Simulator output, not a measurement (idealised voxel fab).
voxel air gaps: a process module
The figure presents cross-section cut, which has a width of 300 nm and is divided into square cells with an edge length of 5 nm.
Throughout this document, each cross-section is represented as a grid of square cells and is presented as a sequence of bands enumerated from the top downward, where a band comprises one or more rows of cells. The band entry comprises the height of the band's top followed by the height of its bottom, expressed in nm, and subsequently the band's materials from left to right, each stated together with its width in nm. Where a single material is marked with the word "everywhere", that material fills the band from edge to edge. The word "empty" represents empty space. Height reference: 0 = level under which incoming wafer is all one material. Lowest band: no bottom, runs on downward, e.g. "0 and below". When a width is written as two numbers, as in "30 to 40", the first number is the width in the top row of cells of the band and the second is the width in its bottom row, and the width changes by the same amount from each row to the next. The designation "nothing changed", where it is given for a processing step, indicates that no cell of the cross-section was altered in the course of that step. "Unvented cavities": empty spaces of 8 cells or more with no open way to the top, each given as width x height at distance, distance from the left edge, all in nm. What comes after the settings on a step's line is commentary from the simulator itself on that step. overlay nm: mask right of planned place by this much (step with mask). Neg. = left.
# So here's the lineup of process steps we planned
step 1: RECEIVE [material Si]
step 2: CONFORMAL_DEP [material SiO2] [thk nm 15]
step 3: CONFORMAL_DEP [material SiCN] [thk nm 5]
step 4: DIRECTIONAL_DEP [material lowk] [thk nm 30]
step 5: PATTERN [tone open] [mask id LINES] [material resist] [width nm 25] [pitch nm 55] [thk nm 20] [overlay nm 0]
step 6: DIRECTIONAL_ETCH [etch materials lowk] [depth nm 30]
step 7: STRIP [etch materials resist]
step 8: CONFORMAL_DEP [material TiN] [thk nm 5]
step 9: FILL_DEP [material W] [thk nm 5]
step 10: CMP [height nm 50]
step 11: EPI [material Ru] [thk nm 10]
step 12: SELECTIVE_ETCH [etch materials lowk] [depth nm 40]
step 13: CONFORMAL_DEP [material SiCN] [thk nm 5]
# Cross-section of the wafer at receipt, which is the condition after step 1
* 0 and below | Si everywhere
* Unvented cavities: none
# Final wafer profile in cross-section after the module, from the same start and plan as above, with one mistake made during processing
* 65 down to 60 | empty 45 / SiCN 50 / empty 5 / SiCN 50 / empty 5 / SiCN 50 / empty 5 / SiCN 50 / empty 40
* 60 down to 50 | empty 45 / SiCN 5 / Ru 40 / SiCN 5 / empty 5 / SiCN 5 / Ru 40 / SiCN 5 / empty 5 / SiCN 5 / Ru 40 / SiCN 5 / empty 5 / SiCN 5 / Ru 40 / SiCN 5 / empty 40
* 50 down to 45 | empty 45 / SiCN 15 / TiN 5 / W 10 / TiN 5 / SiCN 15 / empty 5 / SiCN 15 / TiN 5 / W 10 / TiN 5 / SiCN 15 / empty 5 / SiCN 15 / TiN 5 / W 10 / TiN 5 / SiCN 15 / empty 5 / SiCN 15 / TiN 5 / W 10 / TiN 5 / SiCN 15 / empty 40
* 45 down to 25 | empty 55 / SiCN 5 / TiN 5 / W 10 / TiN 5 / SiCN 5 / empty 25 / SiCN 5 / TiN 5 / W 10 / TiN 5 / SiCN 5 / empty 25 / SiCN 5 / TiN 5 / W 10 / TiN 5 / SiCN 5 / empty 25 / SiCN 5 / TiN 5 / W 10 / TiN 5 / SiCN 5 / empty 50
* 25 down to 20 | SiCN 60 / TiN 20 / SiCN 35 / TiN 20 / SiCN 35 / TiN 20 / SiCN 35 / TiN 20 / SiCN 55
* 20 down to 15 | SiCN everywhere
* 15 down to 0 | SiO2 everywhere
* 0 and below | Si everywhere
* Unvented cavities: none
So what did we get wrong on this run? step 5 went in with a setting other than planned; the actual run was PATTERN [tone open] [mask id LINES] [material resist] [width nm 20] [pitch nm 55] [thk nm 20] [overlay nm 0]
